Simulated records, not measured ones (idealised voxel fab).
The process module that follows is named voxel self aligned contacts.
The cross-section on display is named cut; it measures 155 nm wide, and its cells are 5 nm squares.
Just so we're on the same page, the cross-sections are grids of square cells, and they're listed out in bands top to bottom, each band one or more rows deep.
What a band's entry tells you: where the top is and where the bottom is, as heights in nm, and after that what lies inside, material by material from left to right, each with its width in nm. Empty space is written as the word "air", and a single material marked with the word "everywhere" occupies the band from edge to edge.
Note: height 0 marks the level under which the wafer is uniformly one material as received. Lowest band unbounded below, written "0 down".
Top row gets the first number, bottom row gets the second, and each row in between changes by the same step: that is how a band width like "30->40" works.
For the purposes of this document, the phrase "remained unchanged" attached to a step denotes that no cell within the cross-section was modified by that step.
Empty spaces counting at least 8 cells and having no open way to the top are listed in "Enclosed cavity list". The notation width x height at distance is used for each, the distance being from the left edge and all three values in nm.
On each step's line, the part that comes after the settings is the simulator's own comment on the step.
Steps that use a mask can have "overlay nm" on their line. It says how far the mask sat to the right of where it was meant to be. Negative means to the left.
The following list gives the planned process steps
| 1 | RECEIVE [material Si] |
| 2 | OXIDIZE [depth nm 5] |
| 3 | DIRECTIONAL_DEP [material polySi] [thk nm 20] |
| 4 | DIRECTIONAL_DEP [material SiN] [thk nm 25] |
| 5 | MASKED_ETCH [tone cover] [mask id GATE] [width nm 35] [pitch nm 75] [etch materials SiN] [depth nm 25] [overlay nm 0] |
| 6 | MASKED_ETCH [tone cover] [mask id GATE] [width nm 35] [pitch nm 75] [etch materials polySi] [depth nm 20] [overlay nm 0] |
| 7 | CONFORMAL_DEP [material SiN] [thk nm 10] |
| 8 | DIRECTIONAL_ETCH [etch materials SiN] [depth nm 10] |
| 9 | FILL_DEP [material SiO2] [thk nm 15] |
| 10 | CMP [height nm 50] |
| 11 | DIRECTIONAL_DEP [material aC] [thk nm 10] |
| 12 | PATTERN [tone open] [mask id CONTACT] [material resist] [width nm 60] [thk nm 25] [overlay nm 0] |
| 13 | DIRECTIONAL_ETCH [etch materials aC] [depth nm 10] |
| 14 | STRIP [etch materials resist] |
| 15 | DIRECTIONAL_ETCH [etch materials SiO2] [depth nm 55] |
| 16 | STRIP [etch materials aC] |
| 17 | CONFORMAL_DEP [material TiN] [thk nm 5] |
| 18 | FILL_DEP [material W] [thk nm 5] |
| 19 | CMP [height nm 50] |
| 20 | CONFORMAL_DEP [material SiCN] [thk nm 5] |
First out of two wafers; run went to plan
Incoming wafer in cross-section (state: after step 1)
	0 down: Si everywhere
	Enclosed cavity list: none
You're looking at a cross-section of the wafer after step 2
	0 to -5: SiO2 everywhere
	Below -5 it's all the same as before, nothing changed down there.
You're looking at a cross-section of the wafer after step 3
	20 to 0: polySi everywhere
	Below 0 it's all the same as before, nothing changed down there.
You're looking at a cross-section of the wafer after step 4
	45 to 20: SiN everywhere
	Below 20 it's all the same as before, nothing changed down there.
You're looking at a cross-section of the wafer after step 5
	45 to 20: 20 nm air; 35 nm SiN; 40 nm air; 35 nm SiN; 25 nm air
	Below 20 it's all the same as before, nothing changed down there.
You're looking at a cross-section of the wafer after step 6
	45 to 20: 20 nm air; 35 nm SiN; 40 nm air; 35 nm SiN; 25 nm air
	20 to 0: 20 nm air; 35 nm polySi; 40 nm air; 35 nm polySi; 25 nm air
	Below 0 it's all the same as before, nothing changed down there.
You're looking at a cross-section of the wafer after step 7
	55 to 20: 10 nm air; 55 nm SiN; 20 nm air; 55 nm SiN; 15 nm air
	20 to 10: 10 nm air; 10 nm SiN; 35 nm polySi; 10 nm SiN; 20 nm air; 10 nm SiN; 35 nm polySi; 10 nm SiN; 15 nm air
	10 to 0: 20 nm SiN; 35 nm polySi; 40 nm SiN; 35 nm polySi; 25 nm SiN
	Below 0 it's all the same as before, nothing changed down there.
You're looking at a cross-section of the wafer after step 8
	45 to 20: 10 nm air; 55 nm SiN; 20 nm air; 55 nm SiN; 15 nm air
	20 to 0: 10 nm air; 10 nm SiN; 35 nm polySi; 10 nm SiN; 20 nm air; 10 nm SiN; 35 nm polySi; 10 nm SiN; 15 nm air
	Below 0 it's all the same as before, nothing changed down there.
You're looking at a cross-section of the wafer after step 9
	60 to 45: SiO2 everywhere
	45 to 20: 10 nm SiO2; 55 nm SiN; 20 nm SiO2; 55 nm SiN; 15 nm SiO2
	20 to 0: 10 nm SiO2; 10 nm SiN; 35 nm polySi; 10 nm SiN; 20 nm SiO2; 10 nm SiN; 35 nm polySi; 10 nm SiN; 15 nm SiO2
	Below 0 it's all the same as before, nothing changed down there.
You're looking at a cross-section of the wafer after step 10
	50 to 45: SiO2 everywhere
	Below 45 it's all the same as before, nothing changed down there.
You're looking at a cross-section of the wafer after step 11
	60 to 50: aC everywhere
	Below 50 it's all the same as before, nothing changed down there.
You're looking at a cross-section of the wafer after step 12
	85 to 60: 45 nm resist; 60 nm air; 50 nm resist
	Below 60 it's all the same as before, nothing changed down there.
You're looking at a cross-section of the wafer after step 13
	75 to 60: 45 nm resist; 60 nm air; 50 nm resist
	60 to 50: 45 nm aC; 60 nm air; 50 nm aC
	Below 50 it's all the same as before, nothing changed down there.
You're looking at a cross-section of the wafer after step 14
	60 to 50: 45 nm aC; 60 nm air; 50 nm aC
	Below 50 it's all the same as before, nothing changed down there.
You're looking at a cross-section of the wafer after step 15
	60 to 50: 45 nm aC; 60 nm air; 50 nm aC
	50 to 45: 45 nm SiO2; 60 nm air; 50 nm SiO2
	45 to 20: 10 nm SiO2; 55 nm SiN; 20 nm air; 55 nm SiN; 15 nm SiO2
	20 to 0: 10 nm SiO2; 10 nm SiN; 35 nm polySi; 10 nm SiN; 20 nm air; 10 nm SiN; 35 nm polySi; 10 nm SiN; 15 nm SiO2
	0 to -5: 65 nm SiO2; 20 nm air; 70 nm SiO2
	Below -5 it's all the same as before, nothing changed down there.
You're looking at a cross-section of the wafer after step 16
	50 to 45: 45 nm SiO2; 60 nm air; 50 nm SiO2
	Below 45 it's all the same as before, nothing changed down there.
You're looking at a cross-section of the wafer after step 17
	55 to 50: 50 nm TiN; 50 nm air; 55 nm TiN
	50 to 45: 45 nm SiO2; 25 nm TiN; 10 nm air; 25 nm TiN; 50 nm SiO2
	45 to 20: 10 nm SiO2; 55 nm SiN; 5 nm TiN; 10 nm air; 5 nm TiN; 55 nm SiN; 15 nm SiO2
	20 to 0: 10 nm SiO2; 10 nm SiN; 35 nm polySi; 10 nm SiN; 5 nm TiN; 10 nm air; 5 nm TiN; 10 nm SiN; 35 nm polySi; 10 nm SiN; 15 nm SiO2
	0 to -5: 65 nm SiO2; 20 nm TiN; 70 nm SiO2
	Below -5 it's all the same as before, nothing changed down there.
You're looking at a cross-section of the wafer after step 18
	60 to 55: W everywhere
	55 to 50: 50 nm TiN; 50 nm W; 55 nm TiN
	50 to 45: 45 nm SiO2; 25 nm TiN; 10 nm W; 25 nm TiN; 50 nm SiO2
	45 to 20: 10 nm SiO2; 55 nm SiN; 5 nm TiN; 10 nm W; 5 nm TiN; 55 nm SiN; 15 nm SiO2
	20 to 0: 10 nm SiO2; 10 nm SiN; 35 nm polySi; 10 nm SiN; 5 nm TiN; 10 nm W; 5 nm TiN; 10 nm SiN; 35 nm polySi; 10 nm SiN; 15 nm SiO2
	Below 0 it's all the same as before, nothing changed down there.
You're looking at a cross-section of the wafer after step 19
	50 to 45: 45 nm SiO2; 25 nm TiN; 10 nm W; 25 nm TiN; 50 nm SiO2
	Below 45 it's all the same as before, nothing changed down there.
You're looking at a cross-section of the wafer after step 20
	55 to 50: SiCN everywhere
	Below 50 it's all the same as before, nothing changed down there.
What follows concerns the second wafer, which started out like the first and was meant to follow the very same plan; one mistake crept in when it was run, but everything up to and including step 2 is the same as for the first wafer
Cross-section: second wafer, time at which step 3 was scheduled to end
	20 to 0: SiCN everywhere
	Below 0 it's all the same as before, nothing changed down there.
Cross-section: second wafer, time at which step 4 was scheduled to end
	45 to 20: SiN everywhere
	Below 20 it's all the same as before, nothing changed down there.
Cross-section: second wafer, time at which step 5 was scheduled to end
	45 to 20: 20 nm air; 35 nm SiN; 40 nm air; 35 nm SiN; 25 nm air
	Below 20 it's all the same as before, nothing changed down there.
Cross-section: second wafer, time at which step 6 was scheduled to end: remained unchanged
Cross-section: second wafer, time at which step 7 was scheduled to end
	55 to 30: 10 nm air; 55 nm SiN; 20 nm air; 55 nm SiN; 15 nm air
	30 to 20: SiN everywhere
	Below 20 it's all the same as before, nothing changed down there.
Cross-section: second wafer, time at which step 8 was scheduled to end
	45 to 20: 10 nm air; 55 nm SiN; 20 nm air; 55 nm SiN; 15 nm air
	Below 20 it's all the same as before, nothing changed down there.
Cross-section: second wafer, time at which step 9 was scheduled to end
	60 to 45: SiO2 everywhere
	45 to 20: 10 nm SiO2; 55 nm SiN; 20 nm SiO2; 55 nm SiN; 15 nm SiO2
	Below 20 it's all the same as before, nothing changed down there.
Cross-section: second wafer, time at which step 10 was scheduled to end
	50 to 45: SiO2 everywhere
	Below 45 it's all the same as before, nothing changed down there.
Cross-section: second wafer, time at which step 11 was scheduled to end
	60 to 50: aC everywhere
	Below 50 it's all the same as before, nothing changed down there.
Cross-section: second wafer, time at which step 12 was scheduled to end
	85 to 60: 45 nm resist; 60 nm air; 50 nm resist
	Below 60 it's all the same as before, nothing changed down there.
Cross-section: second wafer, time at which step 13 was scheduled to end
	75 to 60: 45 nm resist; 60 nm air; 50 nm resist
	60 to 50: 45 nm aC; 60 nm air; 50 nm aC
	Below 50 it's all the same as before, nothing changed down there.
Cross-section: second wafer, time at which step 14 was scheduled to end
	60 to 50: 45 nm aC; 60 nm air; 50 nm aC
	Below 50 it's all the same as before, nothing changed down there.
Cross-section: second wafer, time at which step 15 was scheduled to end
	60 to 50: 45 nm aC; 60 nm air; 50 nm aC
	50 to 45: 45 nm SiO2; 60 nm air; 50 nm SiO2
	45 to 20: 10 nm SiO2; 55 nm SiN; 20 nm air; 55 nm SiN; 15 nm SiO2
	Below 20 it's all the same as before, nothing changed down there.
Cross-section: second wafer, time at which step 16 was scheduled to end
	50 to 45: 45 nm SiO2; 60 nm air; 50 nm SiO2
	Below 45 it's all the same as before, nothing changed down there.
Cross-section: second wafer, time at which step 17 was scheduled to end
	55 to 50: 50 nm TiN; 50 nm air; 55 nm TiN
	50 to 45: 45 nm SiO2; 25 nm TiN; 10 nm air; 25 nm TiN; 50 nm SiO2
	45 to 25: 10 nm SiO2; 55 nm SiN; 5 nm TiN; 10 nm air; 5 nm TiN; 55 nm SiN; 15 nm SiO2
	25 to 20: 10 nm SiO2; 55 nm SiN; 20 nm TiN; 55 nm SiN; 15 nm SiO2
	Below 20 it's all the same as before, nothing changed down there.
Cross-section: second wafer, time at which step 18 was scheduled to end
	60 to 55: W everywhere
	55 to 50: 50 nm TiN; 50 nm W; 55 nm TiN
	50 to 45: 45 nm SiO2; 25 nm TiN; 10 nm W; 25 nm TiN; 50 nm SiO2
	45 to 25: 10 nm SiO2; 55 nm SiN; 5 nm TiN; 10 nm W; 5 nm TiN; 55 nm SiN; 15 nm SiO2
	Below 25 it's all the same as before, nothing changed down there.
Cross-section: second wafer, time at which step 19 was scheduled to end
	50 to 45: 45 nm SiO2; 25 nm TiN; 10 nm W; 25 nm TiN; 50 nm SiO2
	Below 45 it's all the same as before, nothing changed down there.
Cross-section: second wafer, time at which step 20 was scheduled to end
	55 to 50: SiCN everywhere
	Below 50 it's all the same as before, nothing changed down there.
Plan not followed: step 3 did not use the planned setting and instead ran as DIRECTIONAL_DEP [material SiCN] [thk nm 20]
Final difference in cells, second wafer against first, listed per material as more or fewer: SiCN +124 | SiN -32 | SiO2 -16 | TiN -10 | W -10 | polySi -56
